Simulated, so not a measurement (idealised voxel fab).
Process module under the name voxel capacitor over wiring
In the cross-section labelled cut, the width is 280 nm and each square cell is 5 nm.
Format of a cross-section: grid, square cells. Given as bands. Order: top down. Band: one or more rows of cells. What a band's entry tells you: where the top is and where the bottom is, as heights in nm, and after that what lies inside, material by material from left to right, each with its width in nm. Empty space is written as the word "blank", and a single material marked with the word "edge to edge" occupies the band from edge to edge. It should be noted that heights are counted from 0, beneath which the wafer as supplied is of one material throughout, and that the lowest band possesses no lower boundary but continues downward, as written in "top 0, no bottom". The expression "30 to 40" gives the width at the extremes of the band, the first number at its top row of cells and the second at its bottom row, with the width changing by equal amounts from each row to the next in between. For the purposes of this document, the phrase "nothing got changed" attached to a step denotes that no cell within the cross-section was modified by that step. For the entry "Listed closed voids", the listed items are empty spaces with no open way to the top whose size is 8 cells or more; each item follows the pattern width x height at distance, where distance is from the left edge and all three are in nm. What comes after the settings on a step's line is commentary from the simulator itself on that step. For masked steps, "overlay nm" on the step line gives how far right of plan the mask actually lay; a minus sign means it lay to the left.

Below is the list of planned process steps
- 1: op RECEIVE | material Si
- 2: op CONFORMAL_DEP | material SiO2 | thk nm 10
- 3: op CONFORMAL_DEP | material SiCN | thk nm 5
- 4: op DIRECTIONAL_DEP | material lowk | thk nm 25
- 5: op PATTERN | tone open | mask id METAL_1 | material resist | width nm 25 | pitch nm 90 | thk nm 15 | overlay nm 0
- 6: op DIRECTIONAL_ETCH | etch materials lowk | depth nm 25
- 7: op DIRECTIONAL_ETCH | etch materials SiCN | depth nm 5
- 8: op STRIP | etch materials resist
- 9: op CONFORMAL_DEP | material TiN | thk nm 5
- 10: op FILL_DEP | material Cu | thk nm 10
- 11: op CMP | height nm 40
- 12: op CONFORMAL_DEP | material SiCN | thk nm 5
- 13: op DIRECTIONAL_DEP | material SiO2 | thk nm 15
- 14: op DIRECTIONAL_DEP | material aC | thk nm 10
- 15: op PATTERN | tone open | mask id PLUG_1 | material resist | width nm 15 | thk nm 30 | overlay nm 0
- 16: op DIRECTIONAL_ETCH | etch materials aC | depth nm 10
- 17: op STRIP | etch materials resist
- 18: op DIRECTIONAL_ETCH | etch materials SiO2 | depth nm 15
- 19: op DIRECTIONAL_ETCH | etch materials SiCN | depth nm 5
- 20: op STRIP | etch materials aC
- 21: op EPI | material Ru | thk nm 10
- 22: op EPI | material Ru | thk nm 10
- 23: op DIRECTIONAL_DEP | material TiN | thk nm 10
- 24: op DIRECTIONAL_DEP | material HfO2 | thk nm 5
- 25: op DIRECTIONAL_DEP | material TiN | thk nm 10
- 26: op MASKED_ETCH | tone cover | mask id UPPER_PLATE | width nm 60 | etch materials TiN | depth nm 10 | overlay nm 0
- 27: op MASKED_ETCH | tone cover | mask id UPPER_PLATE | width nm 70 | etch materials HfO2 | depth nm 5 | overlay nm 0
- 28: op MASKED_ETCH | tone cover | mask id LOWER_PLATE | width nm 80 | etch materials TiN | depth nm 10 | overlay nm 0
- 29: op FILL_DEP | material SiO2 | thk nm 20
- 30: op CMP | height nm 100
- 31: op PATTERN | tone open | mask id PLUG_2 | material resist | width nm 15 | thk nm 20 | overlay nm 0
- 32: op DIRECTIONAL_ETCH | etch materials SiO2 | depth nm 15
- 33: op STRIP | etch materials resist
- 34: op CONFORMAL_DEP | material TiN | thk nm 5
- 35: op FILL_DEP | material Ru | thk nm 5
- 36: op CMP | height nm 100
- 37: op CONFORMAL_DEP | material SiN | thk nm 5
For clarity, it should be stated that the wafers under discussion commence in an identical condition and differ with respect to the width nm of step 26, the plan indicating the value that the first wafer had.

First of several wafers (as received, post step 1), cross-sectional view
  top 0, no bottom  Si edge to edge
  Listed closed voids: none

Quick look at the cross-section of the first of several wafers after step 37, which wraps up the module
  top 105, bottom 100  SiN edge to edge
  top 100, bottom 90  100 SiO2 / 5 TiN / 5 Ru / 5 TiN / 165 SiO2
  top 90, bottom 85  100 SiO2 / 15 TiN / 165 SiO2
  top 85, bottom 75  95 SiO2 / 60 TiN / 125 SiO2
  top 75, bottom 70  90 SiO2 / 70 HfO2 / 120 SiO2
  top 70, bottom 60  85 SiO2 / 80 TiN / 115 SiO2
  top 60, bottom 45  90 SiO2 / 15 Ru / 175 SiO2
  top 45, bottom 40  90 SiCN / 15 Ru / 175 SiCN
  top 40, bottom 15  80 lowk / 5 TiN / 15 Cu / 5 TiN / 65 lowk / 5 TiN / 15 Cu / 5 TiN / 85 lowk
  top 15, bottom 10  80 SiCN / 25 TiN / 65 SiCN / 25 TiN / 85 SiCN
  top 10, bottom 0  SiO2 edge to edge
  top 0, no bottom  Si edge to edge
  Listed closed voids: none

Cross-section of the last wafer at end of module
  top 105, bottom 100  SiN edge to edge
  top 100, bottom 90  100 SiO2 / 5 TiN / 5 Ru / 5 TiN / 165 SiO2
  top 90, bottom 85  100 SiO2 / 15 TiN / 165 SiO2
  top 85, bottom 75  85 SiO2 / 80 TiN / 115 SiO2
  top 75, bottom 70  85 SiO2 / 85 HfO2 / 110 SiO2
  top 70, bottom 60  85 SiO2 / 85 TiN / 110 SiO2
  top 60, bottom 45  90 SiO2 / 15 Ru / 175 SiO2
  top 45, bottom 40  90 SiCN / 15 Ru / 175 SiCN
  top 40, bottom 15  80 lowk / 5 TiN / 15 Cu / 5 TiN / 65 lowk / 5 TiN / 15 Cu / 5 TiN / 85 lowk
  top 15, bottom 10  80 SiCN / 25 TiN / 65 SiCN / 25 TiN / 85 SiCN
  top 10, bottom 0  SiO2 edge to edge
  top 0, no bottom  Si edge to edge
  Listed closed voids: none

Below is a per-wafer table. In it, each row describes the wafer at the end of the module by giving, for each material, the number of cells gained (+) or lost (-) since the wafer was received, and after that the closed voids of the wafer
width nm 60, +30 Cu, +14 HfO2, +14 Ru, +99 SiCN, +56 SiN, +640 SiO2, +93 TiN, +230 lowk, Listed closed voids: none
width nm 65, +30 Cu, +14 HfO2, +14 Ru, +99 SiCN, +56 SiN, +638 SiO2, +95 TiN, +230 lowk, Listed closed voids: none
width nm 70, +30 Cu, +14 HfO2, +14 Ru, +99 SiCN, +56 SiN, +636 SiO2, +97 TiN, +230 lowk, Listed closed voids: none
width nm 75, +30 Cu, +15 HfO2, +14 Ru, +99 SiCN, +56 SiN, +633 SiO2, +99 TiN, +230 lowk, Listed closed voids: none
width nm 80, +30 Cu, +16 HfO2, +14 Ru, +99 SiCN, +56 SiN, +630 SiO2, +101 TiN, +230 lowk, Listed closed voids: none
width nm 85, +30 Cu, +17 HfO2, +14 Ru, +99 SiCN, +56 SiN, +627 SiO2, +103 TiN, +230 lowk, Listed closed voids: none
